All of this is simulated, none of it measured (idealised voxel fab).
The following process module bears the name voxel transistor to metal.
Xsec cut, 205 nm wide, square cell size 5 nm.
How to read a cross-section here: the picture is a grid of square cells, written as bands going from the top down, and any band can span one or more rows of cells.
This entry defines a band. It first specifies the height of the band's top and the height of its bottom in nm, and then specifies the band's materials from left to right, stating each material with its width in nm. The word "all across" identifies a single material that fills the band from edge to edge, while the word "blank" identifies empty space.
Height 0 is the level under which the wafer as received is all one material. The lowest band goes on downwards, as in "top 0, no bottom".
A two-number width, for instance "30 to 40", indicates that the width is equal to the first number in the top row of the band and to the second number in the bottom row, and that it changes by a constant amount per row of cells.
Reading "all unchanged" for a step: not a cell of the cross-section changed in it.
The label "Voids, enclosed" introduces a list of the empty spaces, 8 cells or larger, that have no open way up to the top; each entry in it reads width x height at distance, where the distance is taken from the left edge and all three are stated in nm.
It should be noted that, on the line of a given step, the content following the step's settings is a remark produced by the simulator itself with respect to that step.
A step line may carry the setting "overlay nm", which, for steps involving a mask, states the distance by which the mask lay to the right of its intended position; negative values denote displacement to the left.
### This section lists the process steps that were planned
1) RECEIVE, material Si
2) CONFORMAL_DEP, material SiO2, thk nm 5
3) CONFORMAL_DEP, material SiN, thk nm 10
4) MASKED_ETCH, tone cover, mask id ACTIVE, width nm 110, etch materials SiN, depth nm 10, overlay nm 0
5) MASKED_ETCH, tone cover, mask id ACTIVE, width nm 110, etch materials SiO2, depth nm 5, overlay nm 0
6) MASKED_ETCH, tone cover, mask id ACTIVE, width nm 110, etch materials Si, depth nm 25, overlay nm 0
7) FILL_DEP, material SiO2, thk nm 15
8) CMP, height nm 15
9) SELECTIVE_ETCH, etch materials SiO2, depth nm 5
10) STRIP, etch materials SiN
11) SELECTIVE_ETCH, etch materials SiO2, depth nm 5
12) OXIDIZE, depth nm 5
13) DIRECTIONAL_DEP, material polySi, thk nm 20
14) DIRECTIONAL_DEP, material SiCN, thk nm 10
15) MASKED_ETCH, tone cover, mask id GATE, width nm 20, etch materials SiCN, depth nm 20, overlay nm 0
16) MASKED_ETCH, tone cover, mask id GATE, width nm 20, etch materials polySi, depth nm 30, overlay nm 0
17) CONFORMAL_DEP, material SiN, thk nm 10
18) DIRECTIONAL_ETCH, etch materials SiN, depth nm 10
19) DIRECTIONAL_ETCH, etch materials SiO2, depth nm 5
20) DIRECTIONAL_ETCH, etch materials Si, depth nm 5
21) EPI, material SiGe, thk nm 5
22) FILL_DEP, material SiO2, thk nm 5
23) CMP, height nm 30
24) DIRECTIONAL_DEP, material SiO2, thk nm 15
25) PATTERN, tone open, mask id CONTACT, material resist, width nm 20, pitch nm 80, thk nm 15, overlay nm 0
26) DIRECTIONAL_ETCH, etch materials SiO2, depth nm 50
27) STRIP, etch materials resist
28) CONFORMAL_DEP, material TiN, thk nm 5
29) FILL_DEP, material W, thk nm 5
30) CMP, height nm 45
31) CONFORMAL_DEP, material SiCN, thk nm 5
32) DIRECTIONAL_DEP, material lowk, thk nm 25
33) MASKED_ETCH, tone open, mask id METAL_1, width nm 20, pitch nm 80, etch materials lowk, depth nm 25, overlay nm 0
34) MASKED_ETCH, tone open, mask id METAL_1, width nm 20, pitch nm 80, etch materials SiCN, depth nm 5, overlay nm 0
35) CONFORMAL_DEP, material TiN, thk nm 5
36) FILL_DEP, material Cu, thk nm 10
37) CMP, height nm 75
38) CONFORMAL_DEP, material SiCN, thk nm 5
39) DIRECTIONAL_DEP, material SiO2, thk nm 30
40) MASKED_ETCH, tone open, mask id METAL_2, width nm 20, pitch nm 80, etch materials SiO2, depth nm 15, overlay nm 0
41) MASKED_ETCH, tone open, mask id METAL_2_HOLES, width nm 15, pitch nm 80, etch materials SiO2, depth nm 15, overlay nm 0
42) MASKED_ETCH, tone open, mask id METAL_2_HOLES, width nm 15, pitch nm 80, etch materials SiCN, depth nm 5, overlay nm 0
43) CONFORMAL_DEP, material TiN, thk nm 5
44) FILL_DEP, material Cu, thk nm 10
45) CMP, height nm 110
46) CONFORMAL_DEP, material SiCN, thk nm 5
### Cross-section of the wafer upon arrival, representing the state reached after step 1
> top 0, no bottom: Si all across
> Voids, enclosed: none
### Cross-section taken at module completion on the first of two wafers; processed per the plan
> top 115, bottom 110: SiCN all across
> top 110, bottom 100: SiO2 50; TiN 5; Cu 10; TiN 5; SiO2 60; TiN 5; Cu 10; TiN 5; SiO2 55
> top 100, bottom 95: SiO2 50; TiN 5; Cu 5; TiN 10; SiO2 60; TiN 5; Cu 5; TiN 10; SiO2 55
> top 95, bottom 80: SiO2 50; TiN 5; Cu 5; TiN 5; SiO2 65; TiN 5; Cu 5; TiN 5; SiO2 60
> top 80, bottom 75: SiCN 50; TiN 15; SiCN 65; TiN 15; SiCN 60
> top 75, bottom 50: lowk 50; TiN 5; Cu 10; TiN 5; lowk 60; TiN 5; Cu 10; TiN 5; lowk 55
> top 50, bottom 45: SiCN 50; TiN 20; SiCN 60; TiN 20; SiCN 55
> top 45, bottom 30: SiO2 50; TiN 5; W 10; TiN 5; SiO2 60; TiN 5; W 10; TiN 5; SiO2 55
> top 30, bottom 20: SiO2 50; TiN 5; W 10; TiN 5; SiO2 10; SiN 10; SiCN 20; SiN 10; SiO2 10; TiN 5; W 10; TiN 5; SiO2 55
> top 20, bottom 5: SiO2 50; TiN 5; W 10; TiN 5; SiO2 10; SiN 10; polySi 20; SiN 10; SiO2 10; TiN 5; W 10; TiN 5; SiO2 55
> top 5, bottom 0: SiO2 40; SiN 10; TiN 10; W 5; TiN 5; SiO2 10; SiN 10; polySi 20; SiN 10; SiO2 10; TiN 5; W 5; TiN 10; SiN 10; SiO2 45
> top 0, bottom -5: SiO2 50; SiGe 5; TiN 15; SiO2 5; SiGe 5; SiO2 40; SiGe 5; SiO2 5; TiN 15; SiGe 5; SiO2 55
> top -5, bottom -10: SiO2 45; Si 5; SiGe 30; Si 40; SiGe 30; Si 5; SiO2 50
> top -10, bottom -25: SiO2 45; Si 110; SiO2 50
> top -25, no bottom: Si all across
> Voids, enclosed: none
### Presented here is a cross-section of the second of the two wafers as it stood at the end of the module. It was started in the same manner and assigned the same plan as the first wafer; however, one mistake was made in its execution
> top 115, bottom 110: SiCN all across
> top 110, bottom 100: SiO2 50; TiN 5; Cu 10; TiN 5; SiO2 60; TiN 5; Cu 10; TiN 5; SiO2 55
> top 100, bottom 95: SiO2 50; TiN 5; Cu 5; TiN 10; SiO2 60; TiN 5; Cu 5; TiN 10; SiO2 55
> top 95, bottom 80: SiO2 50; TiN 5; Cu 5; TiN 5; SiO2 65; TiN 5; Cu 5; TiN 5; SiO2 60
> top 80, bottom 75: SiCN 50; TiN 15; SiCN 65; TiN 15; SiCN 60
> top 75, bottom 50: lowk 50; TiN 5; Cu 10; TiN 5; lowk 60; TiN 5; Cu 10; TiN 5; lowk 55
> top 50, bottom 45: SiCN 50; TiN 20; SiCN 60; TiN 20; SiCN 55
> top 45, bottom 30: SiO2 50; TiN 5; W 10; TiN 5; SiO2 60; TiN 5; W 10; TiN 5; SiO2 55
> top 30, bottom 20: SiO2 50; TiN 5; W 10; TiN 5; SiO2 10; SiN 10; polySi 20; SiN 10; SiO2 10; TiN 5; W 10; TiN 5; SiO2 55
> top 20, bottom 15: SiO2 50; TiN 20; SiO2 60; TiN 20; SiO2 55
> top 15, bottom 5: SiO2 45; SiN 110; SiO2 50
> top 5, bottom 0: SiO2 all across
> top 0, bottom -25: SiO2 45; Si 110; SiO2 50
> top -25, no bottom: Si all across
> Voids, enclosed: none
Run error: step 8 was dropped from the plan's execution and never run
FYI, end of process, the second wafer has more or fewer cells of some materials than the first: Si: 34 more, SiCN: 8 fewer, SiGe: 16 fewer, SiN: 24 more, SiO2: 4 more, TiN: 16 fewer, W: 14 fewer, polySi: 8 fewer
